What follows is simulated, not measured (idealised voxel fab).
The following process module bears the name voxel gate over fins.
For reference, the cross-section in this document is cut, with width 205 nm and square cells of 5 nm.
If you're reading a cross-section in this doc, picture square cells in a grid; it comes to you as bands, top ones listed first down to the bottom, and a band can be one or more rows of cells.
The entry gives the band's vertical extent as a top height and a bottom height in nm, then its horizontal make-up as materials from left to right, each with a width in nm. "blank" stands for empty space; a single material marked "all across" fills the band edge to edge.
Beneath 0, the wafer as received is one material, and that level is where height counting begins. The lowest band goes on downward without a bottom; it is written like "0 down".
A two-number width, for instance "30->40", indicates that the width is equal to the first number in the top row of the band and to the second number in the bottom row, and that it changes by a constant amount per row of cells.
"nothing changed" (step): cross-section cells unchanged, all of them.
Entry "Closed cavities". Content: empty spaces with no open connection to the top, size 8 cells or greater. Each: width x height at distance. Distance: from left edge. Unit: nm.
after a step's settings: what the simulator itself notes on the step
overlay nm, on a step with a mask: how far to the right of its planned place the mask lay; to the left if negative
Process steps - plan
1) RECEIVE,material Si
2) CONFORMAL_DEP,material SiN,thk nm 10
3) PATTERN,tone cover,mask id FINS,material resist,width nm 15,pitch nm 45,thk nm 20,overlay nm 0
4) DIRECTIONAL_ETCH,etch materials SiN,depth nm 10
5) DIRECTIONAL_ETCH,etch materials Si,depth nm 35
6) STRIP,etch materials resist
7) FILL_DEP,material SiO2,thk nm 10
8) CMP,height nm 10
9) SELECTIVE_ETCH,etch materials SiO2,depth nm 20
10) STRIP,etch materials SiN
11) CONFORMAL_DEP,material HfO2,thk nm 5
12) CONFORMAL_DEP,material TiN,thk nm 5
13) FILL_DEP,material W,thk nm 15
14) CMP,height nm 20
15) CONFORMAL_DEP,material SiCN,thk nm 10
Incoming wafer in cross-section (state: after step 1)
- 0 down | Si all across
- Closed cavities: none
Starting wafer: above. Plan: above. Run: one mistake. Cross-section after the module: below
- 30 to 20 | SiCN all across
- 20 to 10 | W all across
- 10 to 5 | 15 of W | 35 of TiN | 10 of W | 35 of TiN | 10 of W | 35 of TiN | 10 of W | 35 of TiN | 20 of W
- 5 to 0 | 15 of W | 5 of TiN | 25 of HfO2 | 5 of TiN | 10 of W | 5 of TiN | 25 of HfO2 | 5 of TiN | 10 of W | 5 of TiN | 25 of HfO2 | 5 of TiN | 10 of W | 5 of TiN | 25 of HfO2 | 5 of TiN | 20 of W
- 0 to -5 | 20 of TiN | 5 of HfO2 | 15 of Si | 5 of HfO2 | 5 of TiN | 10 of W | 5 of TiN | 5 of HfO2 | 15 of Si | 5 of HfO2 | 5 of TiN | 10 of W | 5 of TiN | 5 of HfO2 | 15 of Si | 5 of HfO2 | 5 of TiN | 10 of W | 5 of TiN | 5 of HfO2 | 15 of Si | 5 of HfO2 | 25 of TiN
- -5 to -10 | 10 of HfO2 | 10 of TiN | 5 of HfO2 | 15 of Si | 5 of HfO2 | 5 of TiN | 10 of W | 5 of TiN | 5 of HfO2 | 15 of Si | 5 of HfO2 | 5 of TiN | 10 of W | 5 of TiN | 5 of HfO2 | 15 of Si | 5 of HfO2 | 5 of TiN | 10 of W | 5 of TiN | 5 of HfO2 | 15 of Si | 5 of HfO2 | 10 of TiN | 15 of HfO2
- -10 to -15 | 5 of SiO2 | 5 of HfO2 | 10 of TiN | 5 of HfO2 | 15 of Si | 5 of HfO2 | 20 of TiN | 5 of HfO2 | 15 of Si | 5 of HfO2 | 20 of TiN | 5 of HfO2 | 15 of Si | 5 of HfO2 | 20 of TiN | 5 of HfO2 | 15 of Si | 5 of HfO2 | 10 of TiN | 5 of HfO2 | 10 of SiO2
- -15 to -20 | 5 of SiO2 | 20 of HfO2 | 15 of Si | 30 of HfO2 | 15 of Si | 30 of HfO2 | 15 of Si | 30 of HfO2 | 15 of Si | 20 of HfO2 | 10 of SiO2
- -20 to -35 | 25 of SiO2 | 15 of Si | 30 of SiO2 | 15 of Si | 30 of SiO2 | 15 of Si | 30 of SiO2 | 15 of Si | 30 of SiO2
- -35 down | Si all across
- Closed cavities: none
What was done differently from what was planned? step 9 ran in the slot meant for step 10, and vice versa
